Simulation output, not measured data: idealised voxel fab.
Process module in this document: voxel ribs on slabs
The width of the displayed cross-section, cut, is 275 nm; its cells are square, with a size of 5 nm.
Reading order for cross-sections: top band down to bottom band. Underlying form: a grid of square cells. Band size: one or more rows of cells. Band: top and bottom heights (nm) first, top before bottom; then materials from left to right, widths in nm. "throughout" marks a sole material filling the band edge to edge. "blank" denotes empty space. Height 0 is the level under which the wafer as received is all one material. The lowest band goes on downwards, as in "0..down". Per-row width for "30..40": begins at first number (top row of band), ends at second number (bottom row), increment between rows held constant. No cell of the cross-section changed in a step that is given as "remained the same". The entry titled "Voids, fully enclosed" provides the empty spaces that have no open way to the top, restricted to those of 8 cells or more. Each is presented as width x height at distance, the distance being measured from the left edge, with all three in nm. Whatever follows a step's settings on its line is a remark the simulator itself makes about that step. Each step line may optionally specify "overlay nm", which for a step with a mask gives the rightward distance between the mask's planned place and where it lay, a negative value indicating the leftward direction.
Process steps foreseen in the plan:
- 1: RECEIVE, material Si
- 2: DIRECTIONAL_DEP, material SiO2, thk nm 20
- 3: DIRECTIONAL_DEP, material polySi, thk nm 15
- 4: MASKED_ETCH, tone cover, mask id RIB, width nm 15, etch materials polySi, depth nm 5, overlay nm 0
- 5: PATTERN, tone cover, mask id SLAB, material resist, width nm 45, thk nm 20, overlay nm 0
- 6: DIRECTIONAL_ETCH, etch materials polySi, depth nm 10
- 7: STRIP, etch materials resist
- 8: FILL_DEP, material SiO2, thk nm 25
- 9: CMP, height nm 55
- 10: DIRECTIONAL_DEP, material W, thk nm 10
- 11: MASKED_ETCH, tone cover, mask id HEATER, width nm 25, etch materials W, depth nm 10, overlay nm 0
- 12: CONFORMAL_DEP, material SiO2, thk nm 5
Received-state cross-section, reflecting completion of step 1:
  0..down: Si throughout
  Voids, fully enclosed: none
One mistake in running the module, otherwise start and plan as above: cross-section at the end:
  65..55: blank 125  W 25  blank 125
  55..35: SiO2 throughout
  35..30: SiO2 130  polySi 15  SiO2 130
  30..20: SiO2 115  polySi 45  SiO2 115
  20..0: SiO2 throughout
  0..down: Si throughout
  Voids, fully enclosed: none
Processing error: the run left out plan step 12 entirely, so it was never executed
